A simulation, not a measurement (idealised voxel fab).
The following process module bears the name voxel transistor to metal.
190 nm wide, 5 nm square cells: that's cross-section cut.
In what follows, cross-sections appear as grids of square cells, described through bands that run from the top down, where every band is one or more rows of cells.
Band: top and bottom heights (nm) first, top before bottom; then materials from left to right, widths in nm. "edge to edge" marks a sole material filling the band edge to edge. "air" denotes empty space.
Where do heights start? At 0: under that level the wafer as delivered is made of one material only. And the lowest band has no floor; it just carries on downward, as in "0 -> down".
Per-row width for "30..40": begins at first number (top row of band), ends at second number (bottom row), increment between rows held constant.
No cell of the cross-section changed in a step that is given as "no modifications".
Empty spaces without an open route to the top, at least 8 cells in extent, make up the entry "Sealed internal voids"; each is given as width x height at distance, where the distance is measured from the left edge, and all are in nm.
Read whatever lies past the settings on a step's line as the simulator's own remark about the step.
Among the settings permitted on a step's line is "overlay nm"; applied to a step with a mask, it specifies the extent to which the mask lay to the right of its planned position, whereas a negative figure signifies a position to the left.
-- Planned step list for the process
| 1 | op RECEIVE | material Si |
| 2 | op OXIDIZE | depth nm 5 |
| 3 | op CONFORMAL_DEP | material SiN | thk nm 10 |
| 4 | op MASKED_ETCH | tone cover | mask id ACTIVE | width nm 100 | etch materials SiN | depth nm 10 | overlay nm 0 |
| 5 | op MASKED_ETCH | tone cover | mask id ACTIVE | width nm 100 | etch materials SiO2 | depth nm 5 | overlay nm 0 |
| 6 | op MASKED_ETCH | tone cover | mask id ACTIVE | width nm 100 | etch materials Si | depth nm 35 | overlay nm 0 |
| 7 | op OXIDIZE | depth nm 5 |
| 8 | op FILL_DEP | material SiO2 | thk nm 15 |
| 9 | op CMP | height nm 10 |
| 10 | op SELECTIVE_ETCH | etch materials SiO2 | depth nm 5 |
| 11 | op STRIP | etch materials SiN |
| 12 | op SELECTIVE_ETCH | etch materials SiO2 | depth nm 5 |
| 13 | op OXIDIZE | depth nm 5 |
| 14 | op DIRECTIONAL_DEP | material polySi | thk nm 20 |
| 15 | op DIRECTIONAL_DEP | material SiCN | thk nm 10 |
| 16 | op PATTERN | tone cover | mask id GATE | material resist | width nm 20 | thk nm 20 | overlay nm 0 |
| 17 | op DIRECTIONAL_ETCH | etch materials SiCN | depth nm 20 |
| 18 | op DIRECTIONAL_ETCH | etch materials polySi | depth nm 30 |
| 19 | op STRIP | etch materials resist |
| 20 | op CONFORMAL_DEP | material SiO2 | thk nm 5 |
| 21 | op DIRECTIONAL_ETCH | etch materials SiO2 | depth nm 5 |
| 22 | op CONFORMAL_DEP | material SiN | thk nm 10 |
| 23 | op DIRECTIONAL_ETCH | etch materials SiN | depth nm 10 |
| 24 | op DIRECTIONAL_ETCH | etch materials SiO2 | depth nm 5 |
| 25 | op DIRECTIONAL_ETCH | etch materials Si | depth nm 10 |
| 26 | op EPI | material nSi | thk nm 15 |
| 27 | op FILL_DEP | material SiO2 | thk nm 10 |
| 28 | op CMP | height nm 25 |
| 29 | op DIRECTIONAL_DEP | material SiO2 | thk nm 15 |
| 30 | op PATTERN | tone open | mask id CONTACT | material resist | width nm 15 | pitch nm 75 | thk nm 20 | overlay nm 0 |
| 31 | op DIRECTIONAL_ETCH | etch materials SiO2 | depth nm 35 |
| 32 | op STRIP | etch materials resist |
| 33 | op CONFORMAL_DEP | material TiN | thk nm 5 |
| 34 | op FILL_DEP | material Ru | thk nm 10 |
| 35 | op CMP | height nm 40 |
| 36 | op CONFORMAL_DEP | material SiCN | thk nm 5 |
| 37 | op DIRECTIONAL_DEP | material lowk | thk nm 15 |
| 38 | op PATTERN | tone open | mask id METAL_1 | material resist | width nm 15 | pitch nm 75 | thk nm 20 | overlay nm 0 |
| 39 | op DIRECTIONAL_ETCH | etch materials lowk | depth nm 15 |
| 40 | op DIRECTIONAL_ETCH | etch materials SiCN | depth nm 5 |
| 41 | op STRIP | etch materials resist |
| 42 | op CONFORMAL_DEP | material TiN | thk nm 5 |
| 43 | op FILL_DEP | material Ru | thk nm 5 |
| 44 | op CMP | height nm 60 |
| 45 | op CONFORMAL_DEP | material SiN | thk nm 5 |
-- First wafer, two in total, run as planned
-- Incoming wafer, cross-sectional view, post step 1
0 -> down: Si edge to edge
Sealed internal voids: none
-- Step 2 done - wafer cross-section
0 -> -5: SiO2 edge to edge
Note: structure below -5 unchanged.
-- Step 3 done - wafer cross-section
10 -> 0: SiN edge to edge
Note: structure below 0 unchanged.
-- Step 4 done - wafer cross-section
10 -> 0: air 45 nm; SiN 100 nm; air 45 nm
Note: structure below 0 unchanged.
-- Step 5 done - wafer cross-section
10 -> 0: air 45 nm; SiN 100 nm; air 45 nm
0 -> -5: air 45 nm; SiO2 100 nm; air 45 nm
Note: structure below -5 unchanged.
-- Step 6 done - wafer cross-section
10 -> 0: air 45 nm; SiN 100 nm; air 45 nm
0 -> -5: air 45 nm; SiO2 100 nm; air 45 nm
-5 -> -40: air 45 nm; Si 100 nm; air 45 nm
Note: structure below -40 unchanged.
-- Step 7 done - wafer cross-section
10 -> 0: air 45 nm; SiN 100 nm; air 45 nm
0 -> -5: air 45 nm; SiO2 100 nm; air 45 nm
-5 -> -40: air 45 nm; SiO2 5 nm; Si 90 nm; SiO2 5 nm; air 45 nm
-40 -> -45: SiO2 50 nm; Si 90 nm; SiO2 50 nm
Note: structure below -45 unchanged.
-- Step 8 done - wafer cross-section
25 -> 10: SiO2 edge to edge
10 -> 0: SiO2 45 nm; SiN 100 nm; SiO2 45 nm
0 -> -5: SiO2 edge to edge
-5 -> -45: SiO2 50 nm; Si 90 nm; SiO2 50 nm
Note: structure below -45 unchanged.
-- Step 9 done - wafer cross-section
10 -> 0: SiO2 45 nm; SiN 100 nm; SiO2 45 nm
Note: structure below 0 unchanged.
-- Step 10 done - wafer cross-section
10 -> 5: air 45 nm; SiN 100 nm; air 45 nm
Note: structure below 5 unchanged.
-- Step 11 done - wafer cross-section
5 -> 0: SiO2 45 nm; air 100 nm; SiO2 45 nm
Note: structure below 0 unchanged.
-- Step 12 done - wafer cross-section
0 -> -5: SiO2 40 nm; air 110 nm; SiO2 40 nm
Note: structure below -5 unchanged.
-- Step 13 done - wafer cross-section
0 -> -5: SiO2 40 nm; air 110 nm; SiO2 40 nm
-5 -> -10: SiO2 edge to edge
Note: structure below -10 unchanged.
-- Step 14 done - wafer cross-section
20 -> 15: polySi 40 nm; air 110 nm; polySi 40 nm
15 -> 0: polySi edge to edge
0 -> -5: SiO2 40 nm; polySi 110 nm; SiO2 40 nm
Note: structure below -5 unchanged.
-- Step 15 done - wafer cross-section
30 -> 25: SiCN 40 nm; air 110 nm; SiCN 40 nm
25 -> 20: SiCN edge to edge
20 -> 15: polySi 40 nm; SiCN 110 nm; polySi 40 nm
Note: structure below 15 unchanged.
-- Step 16 done - wafer cross-section
50 -> 30: air 85 nm; resist 20 nm; air 85 nm
30 -> 25: SiCN 40 nm; air 45 nm; resist 20 nm; air 45 nm; SiCN 40 nm
Note: structure below 25 unchanged.
-- Step 17 done - wafer cross-section
50 -> 25: air 85 nm; resist 20 nm; air 85 nm
25 -> 20: air 85 nm; SiCN 20 nm; air 85 nm
20 -> 15: polySi 40 nm; air 45 nm; SiCN 20 nm; air 45 nm; polySi 40 nm
Note: structure below 15 unchanged.
-- Step 18 done - wafer cross-section
50 -> 25: air 85 nm; resist 20 nm; air 85 nm
25 -> 15: air 85 nm; SiCN 20 nm; air 85 nm
15 -> 0: air 85 nm; polySi 20 nm; air 85 nm
0 -> -5: SiO2 40 nm; air 45 nm; polySi 20 nm; air 45 nm; SiO2 40 nm
Note: structure below -5 unchanged.
-- Step 19 done - wafer cross-section
25 -> 15: air 85 nm; SiCN 20 nm; air 85 nm
Note: structure below 15 unchanged.
-- Step 20 done - wafer cross-section
30 -> 25: air 80 nm; SiO2 30 nm; air 80 nm
25 -> 15: air 80 nm; SiO2 5 nm; SiCN 20 nm; SiO2 5 nm; air 80 nm
15 -> 5: air 80 nm; SiO2 5 nm; polySi 20 nm; SiO2 5 nm; air 80 nm
5 -> 0: SiO2 45 nm; air 35 nm; SiO2 5 nm; polySi 20 nm; SiO2 5 nm; air 35 nm; SiO2 45 nm
0 -> -5: SiO2 85 nm; polySi 20 nm; SiO2 85 nm
Note: structure below -5 unchanged.
-- Step 21 done - wafer cross-section
25 -> 15: air 80 nm; SiO2 5 nm; SiCN 20 nm; SiO2 5 nm; air 80 nm
15 -> 0: air 80 nm; SiO2 5 nm; polySi 20 nm; SiO2 5 nm; air 80 nm
0 -> -5: SiO2 45 nm; air 35 nm; SiO2 5 nm; polySi 20 nm; SiO2 5 nm; air 35 nm; SiO2 45 nm
Note: structure below -5 unchanged.
-- Step 22 done - wafer cross-section
35 -> 25: air 70 nm; SiN 50 nm; air 70 nm
25 -> 15: air 70 nm; SiN 10 nm; SiO2 5 nm; SiCN 20 nm; SiO2 5 nm; SiN 10 nm; air 70 nm
15 -> 10: air 70 nm; SiN 10 nm; SiO2 5 nm; polySi 20 nm; SiO2 5 nm; SiN 10 nm; air 70 nm
10 -> 5: SiN 55 nm; air 15 nm; SiN 10 nm; SiO2 5 nm; polySi 20 nm; SiO2 5 nm; SiN 10 nm; air 15 nm; SiN 55 nm
5 -> 0: SiN 80 nm; SiO2 5 nm; polySi 20 nm; SiO2 5 nm; SiN 80 nm
0 -> -5: SiO2 45 nm; SiN 35 nm; SiO2 5 nm; polySi 20 nm; SiO2 5 nm; SiN 35 nm; SiO2 45 nm
Note: structure below -5 unchanged.
-- Step 23 done - wafer cross-section
25 -> 15: air 70 nm; SiN 10 nm; SiO2 5 nm; SiCN 20 nm; SiO2 5 nm; SiN 10 nm; air 70 nm
15 -> 0: air 70 nm; SiN 10 nm; SiO2 5 nm; polySi 20 nm; SiO2 5 nm; SiN 10 nm; air 70 nm
0 -> -5: SiO2 45 nm; SiN 10 nm; air 15 nm; SiN 10 nm; SiO2 5 nm; polySi 20 nm; SiO2 5 nm; SiN 10 nm; air 15 nm; SiN 10 nm; SiO2 45 nm
Note: structure below -5 unchanged.
-- Step 24 done - wafer cross-section
25 -> 20: air 70 nm; SiN 10 nm; air 5 nm; SiCN 20 nm; air 5 nm; SiN 10 nm; air 70 nm
20 -> 15: air 70 nm; SiN 10 nm; SiO2 5 nm; SiCN 20 nm; SiO2 5 nm; SiN 10 nm; air 70 nm
15 -> 0: air 70 nm; SiN 10 nm; SiO2 5 nm; polySi 20 nm; SiO2 5 nm; SiN 10 nm; air 70 nm
0 -> -5: air 45 nm; SiN 10 nm; air 15 nm; SiN 10 nm; SiO2 5 nm; polySi 20 nm; SiO2 5 nm; SiN 10 nm; air 15 nm; SiN 10 nm; air 45 nm
-5 -> -10: SiO2 55 nm; air 15 nm; SiO2 50 nm; air 15 nm; SiO2 55 nm
Note: structure below -10 unchanged.
-- Step 25 done - wafer cross-section
25 -> 20: air 70 nm; SiN 10 nm; air 5 nm; SiCN 20 nm; air 5 nm; SiN 10 nm; air 70 nm
20 -> 15: air 70 nm; SiN 10 nm; SiO2 5 nm; SiCN 20 nm; SiO2 5 nm; SiN 10 nm; air 70 nm
15 -> 0: air 70 nm; SiN 10 nm; SiO2 5 nm; polySi 20 nm; SiO2 5 nm; SiN 10 nm; air 70 nm
0 -> -5: air 45 nm; SiN 10 nm; air 15 nm; SiN 10 nm; SiO2 5 nm; polySi 20 nm; SiO2 5 nm; SiN 10 nm; air 15 nm; SiN 10 nm; air 45 nm
-5 -> -10: SiO2 55 nm; air 15 nm; SiO2 50 nm; air 15 nm; SiO2 55 nm
-10 -> -20: SiO2 50 nm; Si 5 nm; air 15 nm; Si 50 nm; air 15 nm; Si 5 nm; SiO2 50 nm
Note: structure below -20 unchanged.
-- Step 26 done - wafer cross-section
25 -> 20: air 70 nm; SiN 10 nm; air 5 nm; SiCN 20 nm; air 5 nm; SiN 10 nm; air 70 nm
20 -> 15: air 70 nm; SiN 10 nm; SiO2 5 nm; SiCN 20 nm; SiO2 5 nm; SiN 10 nm; air 70 nm
15 -> 5: air 70 nm; SiN 10 nm; SiO2 5 nm; polySi 20 nm; SiO2 5 nm; SiN 10 nm; air 70 nm
5 -> 0: air 50 nm; nSi 20 nm; SiN 10 nm; SiO2 5 nm; polySi 20 nm; SiO2 5 nm; SiN 10 nm; nSi 20 nm; air 50 nm
0 -> -5: air 45 nm; SiN 10 nm; nSi 15 nm; SiN 10 nm; SiO2 5 nm; polySi 20 nm; SiO2 5 nm; SiN 10 nm; nSi 15 nm; SiN 10 nm; air 45 nm
-5 -> -10: SiO2 55 nm; nSi 15 nm; SiO2 50 nm; nSi 15 nm; SiO2 55 nm
-10 -> -20: SiO2 50 nm; Si 5 nm; nSi 15 nm; Si 50 nm; nSi 15 nm; Si 5 nm; SiO2 50 nm
Note: structure below -20 unchanged.
-- Step 27 done - wafer cross-section
35 -> 25: SiO2 edge to edge
25 -> 15: SiO2 70 nm; SiN 10 nm; SiO2 5 nm; SiCN 20 nm; SiO2 5 nm; SiN 10 nm; SiO2 70 nm
15 -> 5: SiO2 70 nm; SiN 10 nm; SiO2 5 nm; polySi 20 nm; SiO2 5 nm; SiN 10 nm; SiO2 70 nm
5 -> 0: SiO2 50 nm; nSi 20 nm; SiN 10 nm; SiO2 5 nm; polySi 20 nm; SiO2 5 nm; SiN 10 nm; nSi 20 nm; SiO2 50 nm
0 -> -5: SiO2 45 nm; SiN 10 nm; nSi 15 nm; SiN 10 nm; SiO2 5 nm; polySi 20 nm; SiO2 5 nm; SiN 10 nm; nSi 15 nm; SiN 10 nm; SiO2 45 nm
Note: structure below -5 unchanged.
-- Step 28 done - wafer cross-section
25 -> 15: SiO2 70 nm; SiN 10 nm; SiO2 5 nm; SiCN 20 nm; SiO2 5 nm; SiN 10 nm; SiO2 70 nm
Note: structure below 15 unchanged.
-- Step 29 done - wafer cross-section
40 -> 25: SiO2 edge to edge
Note: structure below 25 unchanged.
-- Step 30 done - wafer cross-section
60 -> 40: resist 50 nm; air 15 nm; resist 60 nm; air 15 nm; resist 50 nm
Note: structure below 40 unchanged.
-- Step 31 done - wafer cross-section
60 -> 40: resist 50 nm; air 15 nm; resist 60 nm; air 15 nm; resist 50 nm
40 -> 25: SiO2 50 nm; air 15 nm; SiO2 60 nm; air 15 nm; SiO2 50 nm
25 -> 15: SiO2 50 nm; air 15 nm; SiO2 5 nm; SiN 10 nm; SiO2 5 nm; SiCN 20 nm; SiO2 5 nm; SiN 10 nm; SiO2 5 nm; air 15 nm; SiO2 50 nm
15 -> 5: SiO2 50 nm; air 15 nm; SiO2 5 nm; SiN 10 nm; SiO2 5 nm; polySi 20 nm; SiO2 5 nm; SiN 10 nm; SiO2 5 nm; air 15 nm; SiO2 50 nm
Note: structure below 5 unchanged.
-- Step 32 done - wafer cross-section
40 -> 25: SiO2 50 nm; air 15 nm; SiO2 60 nm; air 15 nm; SiO2 50 nm
Note: structure below 25 unchanged.
-- Step 33 done - wafer cross-section
45 -> 40: TiN 55 nm; air 5 nm; TiN 70 nm; air 5 nm; TiN 55 nm
40 -> 25: SiO2 50 nm; TiN 5 nm; air 5 nm; TiN 5 nm; SiO2 60 nm; TiN 5 nm; air 5 nm; TiN 5 nm; SiO2 50 nm
25 -> 15: SiO2 50 nm; TiN 5 nm; air 5 nm; TiN 5 nm; SiO2 5 nm; SiN 10 nm; SiO2 5 nm; SiCN 20 nm; SiO2 5 nm; SiN 10 nm; SiO2 5 nm; TiN 5 nm; air 5 nm; TiN 5 nm; SiO2 50 nm
15 -> 10: SiO2 50 nm; TiN 5 nm; air 5 nm; TiN 5 nm; SiO2 5 nm; SiN 10 nm; SiO2 5 nm; polySi 20 nm; SiO2 5 nm; SiN 10 nm; SiO2 5 nm; TiN 5 nm; air 5 nm; TiN 5 nm; SiO2 50 nm
10 -> 5: SiO2 50 nm; TiN 15 nm; SiO2 5 nm; SiN 10 nm; SiO2 5 nm; polySi 20 nm; SiO2 5 nm; SiN 10 nm; SiO2 5 nm; TiN 15 nm; SiO2 50 nm
Note: structure below 5 unchanged.
-- Step 34 done - wafer cross-section
55 -> 45: Ru edge to edge
45 -> 40: TiN 55 nm; Ru 5 nm; TiN 70 nm; Ru 5 nm; TiN 55 nm
40 -> 25: SiO2 50 nm; TiN 5 nm; Ru 5 nm; TiN 5 nm; SiO2 60 nm; TiN 5 nm; Ru 5 nm; TiN 5 nm; SiO2 50 nm
25 -> 15: SiO2 50 nm; TiN 5 nm; Ru 5 nm; TiN 5 nm; SiO2 5 nm; SiN 10 nm; SiO2 5 nm; SiCN 20 nm; SiO2 5 nm; SiN 10 nm; SiO2 5 nm; TiN 5 nm; Ru 5 nm; TiN 5 nm; SiO2 50 nm
15 -> 10: SiO2 50 nm; TiN 5 nm; Ru 5 nm; TiN 5 nm; SiO2 5 nm; SiN 10 nm; SiO2 5 nm; polySi 20 nm; SiO2 5 nm; SiN 10 nm; SiO2 5 nm; TiN 5 nm; Ru 5 nm; TiN 5 nm; SiO2 50 nm
Note: structure below 10 unchanged.
-- Step 35 done - wafer cross-section
40 -> 25: SiO2 50 nm; TiN 5 nm; Ru 5 nm; TiN 5 nm; SiO2 60 nm; TiN 5 nm; Ru 5 nm; TiN 5 nm; SiO2 50 nm
Note: structure below 25 unchanged.
-- Step 36 done - wafer cross-section
45 -> 40: SiCN edge to edge
Note: structure below 40 unchanged.
-- Step 37 done - wafer cross-section
60 -> 45: lowk edge to edge
Note: structure below 45 unchanged.
-- Step 38 done - wafer cross-section
80 -> 60: resist 50 nm; air 15 nm; resist 60 nm; air 15 nm; resist 50 nm
Note: structure below 60 unchanged.
-- Step 39 done - wafer cross-section
80 -> 60: resist 50 nm; air 15 nm; resist 60 nm; air 15 nm; resist 50 nm
60 -> 45: lowk 50 nm; air 15 nm; lowk 60 nm; air 15 nm; lowk 50 nm
Note: structure below 45 unchanged.
-- Step 40 done - wafer cross-section
80 -> 60: resist 50 nm; air 15 nm; resist 60 nm; air 15 nm; resist 50 nm
60 -> 45: lowk 50 nm; air 15 nm; lowk 60 nm; air 15 nm; lowk 50 nm
45 -> 40: SiCN 50 nm; air 15 nm; SiCN 60 nm; air 15 nm; SiCN 50 nm
Note: structure below 40 unchanged.
-- Step 41 done - wafer cross-section
60 -> 45: lowk 50 nm; air 15 nm; lowk 60 nm; air 15 nm; lowk 50 nm
Note: structure below 45 unchanged.
-- Step 42 done - wafer cross-section
65 -> 60: TiN 55 nm; air 5 nm; TiN 70 nm; air 5 nm; TiN 55 nm
60 -> 45: lowk 50 nm; TiN 5 nm; air 5 nm; TiN 5 nm; lowk 60 nm; TiN 5 nm; air 5 nm; TiN 5 nm; lowk 50 nm
45 -> 40: SiCN 50 nm; TiN 15 nm; SiCN 60 nm; TiN 15 nm; SiCN 50 nm
Note: structure below 40 unchanged.
-- Step 43 done - wafer cross-section
70 -> 65: Ru edge to edge
65 -> 60: TiN 55 nm; Ru 5 nm; TiN 70 nm; Ru 5 nm; TiN 55 nm
60 -> 45: lowk 50 nm; TiN 5 nm; Ru 5 nm; TiN 5 nm; lowk 60 nm; TiN 5 nm; Ru 5 nm; TiN 5 nm; lowk 50 nm
Note: structure below 45 unchanged.
-- Step 44 done - wafer cross-section
60 -> 45: lowk 50 nm; TiN 5 nm; Ru 5 nm; TiN 5 nm; lowk 60 nm; TiN 5 nm; Ru 5 nm; TiN 5 nm; lowk 50 nm
Note: structure below 45 unchanged.
-- Step 45 done - wafer cross-section
65 -> 60: SiN edge to edge
Note: structure below 60 unchanged.
-- The Second Wafer: Common Origin and Plan, One Mistake in Execution, Identical to the First Through Step 21
At the planned end of step 22, the second wafer in cross-section: no modifications
At the planned end of step 23, the second wafer in cross-section: no modifications
-- At the planned end of step 24, the second wafer in cross-section
25 -> 20: air 85 nm; SiCN 20 nm; air 85 nm
20 -> 15: air 80 nm; SiO2 5 nm; SiCN 20 nm; SiO2 5 nm; air 80 nm
15 -> -5: air 80 nm; SiO2 5 nm; polySi 20 nm; SiO2 5 nm; air 80 nm
-5 -> -10: SiO2 45 nm; air 35 nm; SiO2 30 nm; air 35 nm; SiO2 45 nm
Note: structure below -10 unchanged.
-- At the planned end of step 25, the second wafer in cross-section
25 -> 20: air 85 nm; SiCN 20 nm; air 85 nm
20 -> 15: air 80 nm; SiO2 5 nm; SiCN 20 nm; SiO2 5 nm; air 80 nm
15 -> -5: air 80 nm; SiO2 5 nm; polySi 20 nm; SiO2 5 nm; air 80 nm
-5 -> -10: SiO2 45 nm; air 35 nm; SiO2 30 nm; air 35 nm; SiO2 45 nm
-10 -> -20: SiO2 50 nm; air 30 nm; Si 30 nm; air 30 nm; SiO2 50 nm
Note: structure below -20 unchanged.
-- At the planned end of step 26, the second wafer in cross-section
25 -> 20: air 85 nm; SiCN 20 nm; air 85 nm
20 -> 15: air 80 nm; SiO2 5 nm; SiCN 20 nm; SiO2 5 nm; air 80 nm
15 -> 5: air 80 nm; SiO2 5 nm; polySi 20 nm; SiO2 5 nm; air 80 nm
5 -> -5: air 65 nm; nSi 15 nm; SiO2 5 nm; polySi 20 nm; SiO2 5 nm; nSi 15 nm; air 65 nm
-5 -> -10: SiO2 45 nm; nSi 35 nm; SiO2 30 nm; nSi 35 nm; SiO2 45 nm
-10 -> -20: SiO2 50 nm; nSi 30 nm; Si 30 nm; nSi 30 nm; SiO2 50 nm
Note: structure below -20 unchanged.
-- At the planned end of step 27, the second wafer in cross-section
35 -> 25: SiO2 edge to edge
25 -> 15: SiO2 85 nm; SiCN 20 nm; SiO2 85 nm
15 -> 5: SiO2 85 nm; polySi 20 nm; SiO2 85 nm
5 -> -5: SiO2 65 nm; nSi 15 nm; SiO2 5 nm; polySi 20 nm; SiO2 5 nm; nSi 15 nm; SiO2 65 nm
Note: structure below -5 unchanged.
-- At the planned end of step 28, the second wafer in cross-section
25 -> 15: SiO2 85 nm; SiCN 20 nm; SiO2 85 nm
Note: structure below 15 unchanged.
-- At the planned end of step 29, the second wafer in cross-section
40 -> 25: SiO2 edge to edge
Note: structure below 25 unchanged.
-- At the planned end of step 30, the second wafer in cross-section
60 -> 40: resist 50 nm; air 15 nm; resist 60 nm; air 15 nm; resist 50 nm
Note: structure below 40 unchanged.
-- At the planned end of step 31, the second wafer in cross-section
60 -> 40: resist 50 nm; air 15 nm; resist 60 nm; air 15 nm; resist 50 nm
40 -> 25: SiO2 50 nm; air 15 nm; SiO2 60 nm; air 15 nm; SiO2 50 nm
25 -> 15: SiO2 50 nm; air 15 nm; SiO2 20 nm; SiCN 20 nm; SiO2 20 nm; air 15 nm; SiO2 50 nm
15 -> 5: SiO2 50 nm; air 15 nm; SiO2 20 nm; polySi 20 nm; SiO2 20 nm; air 15 nm; SiO2 50 nm
Note: structure below 5 unchanged.
-- At the planned end of step 32, the second wafer in cross-section
40 -> 25: SiO2 50 nm; air 15 nm; SiO2 60 nm; air 15 nm; SiO2 50 nm
Note: structure below 25 unchanged.
-- At the planned end of step 33, the second wafer in cross-section
45 -> 40: TiN 55 nm; air 5 nm; TiN 70 nm; air 5 nm; TiN 55 nm
40 -> 25: SiO2 50 nm; TiN 5 nm; air 5 nm; TiN 5 nm; SiO2 60 nm; TiN 5 nm; air 5 nm; TiN 5 nm; SiO2 50 nm
25 -> 15: SiO2 50 nm; TiN 5 nm; air 5 nm; TiN 5 nm; SiO2 20 nm; SiCN 20 nm; SiO2 20 nm; TiN 5 nm; air 5 nm; TiN 5 nm; SiO2 50 nm
15 -> 10: SiO2 50 nm; TiN 5 nm; air 5 nm; TiN 5 nm; SiO2 20 nm; polySi 20 nm; SiO2 20 nm; TiN 5 nm; air 5 nm; TiN 5 nm; SiO2 50 nm
10 -> 5: SiO2 50 nm; TiN 15 nm; SiO2 20 nm; polySi 20 nm; SiO2 20 nm; TiN 15 nm; SiO2 50 nm
Note: structure below 5 unchanged.
-- At the planned end of step 34, the second wafer in cross-section
55 -> 45: Ru edge to edge
45 -> 40: TiN 55 nm; Ru 5 nm; TiN 70 nm; Ru 5 nm; TiN 55 nm
40 -> 25: SiO2 50 nm; TiN 5 nm; Ru 5 nm; TiN 5 nm; SiO2 60 nm; TiN 5 nm; Ru 5 nm; TiN 5 nm; SiO2 50 nm
25 -> 15: SiO2 50 nm; TiN 5 nm; Ru 5 nm; TiN 5 nm; SiO2 20 nm; SiCN 20 nm; SiO2 20 nm; TiN 5 nm; Ru 5 nm; TiN 5 nm; SiO2 50 nm
15 -> 10: SiO2 50 nm; TiN 5 nm; Ru 5 nm; TiN 5 nm; SiO2 20 nm; polySi 20 nm; SiO2 20 nm; TiN 5 nm; Ru 5 nm; TiN 5 nm; SiO2 50 nm
Note: structure below 10 unchanged.
-- At the planned end of step 35, the second wafer in cross-section
40 -> 25: SiO2 50 nm; TiN 5 nm; Ru 5 nm; TiN 5 nm; SiO2 60 nm; TiN 5 nm; Ru 5 nm; TiN 5 nm; SiO2 50 nm
Note: structure below 25 unchanged.
-- At the planned end of step 36, the second wafer in cross-section
45 -> 40: SiCN edge to edge
Note: structure below 40 unchanged.
-- At the planned end of step 37, the second wafer in cross-section
60 -> 45: lowk edge to edge
Note: structure below 45 unchanged.
-- At the planned end of step 38, the second wafer in cross-section
80 -> 60: resist 50 nm; air 15 nm; resist 60 nm; air 15 nm; resist 50 nm
Note: structure below 60 unchanged.
-- At the planned end of step 39, the second wafer in cross-section
80 -> 60: resist 50 nm; air 15 nm; resist 60 nm; air 15 nm; resist 50 nm
60 -> 45: lowk 50 nm; air 15 nm; lowk 60 nm; air 15 nm; lowk 50 nm
Note: structure below 45 unchanged.
-- At the planned end of step 40, the second wafer in cross-section
80 -> 60: resist 50 nm; air 15 nm; resist 60 nm; air 15 nm; resist 50 nm
60 -> 45: lowk 50 nm; air 15 nm; lowk 60 nm; air 15 nm; lowk 50 nm
45 -> 40: SiCN 50 nm; air 15 nm; SiCN 60 nm; air 15 nm; SiCN 50 nm
Note: structure below 40 unchanged.
-- At the planned end of step 41, the second wafer in cross-section
60 -> 45: lowk 50 nm; air 15 nm; lowk 60 nm; air 15 nm; lowk 50 nm
Note: structure below 45 unchanged.
-- At the planned end of step 42, the second wafer in cross-section
65 -> 60: TiN 55 nm; air 5 nm; TiN 70 nm; air 5 nm; TiN 55 nm
60 -> 45: lowk 50 nm; TiN 5 nm; air 5 nm; TiN 5 nm; lowk 60 nm; TiN 5 nm; air 5 nm; TiN 5 nm; lowk 50 nm
45 -> 40: SiCN 50 nm; TiN 15 nm; SiCN 60 nm; TiN 15 nm; SiCN 50 nm
Note: structure below 40 unchanged.
-- At the planned end of step 43, the second wafer in cross-section
70 -> 65: Ru edge to edge
65 -> 60: TiN 55 nm; Ru 5 nm; TiN 70 nm; Ru 5 nm; TiN 55 nm
60 -> 45: lowk 50 nm; TiN 5 nm; Ru 5 nm; TiN 5 nm; lowk 60 nm; TiN 5 nm; Ru 5 nm; TiN 5 nm; lowk 50 nm
Note: structure below 45 unchanged.
-- At the planned end of step 44, the second wafer in cross-section
60 -> 45: lowk 50 nm; TiN 5 nm; Ru 5 nm; TiN 5 nm; lowk 60 nm; TiN 5 nm; Ru 5 nm; TiN 5 nm; lowk 50 nm
Note: structure below 45 unchanged.
-- At the planned end of step 45, the second wafer in cross-section
65 -> 60: SiN edge to edge
Note: structure below 60 unchanged.
Diagnosis: plan step 22 skipped
Per the end-of-run cell counts, the second wafer holds more or fewer of some materials than the first: 12 fewer of Si; 28 fewer of SiN; 22 more of SiO2; 18 more of nSi
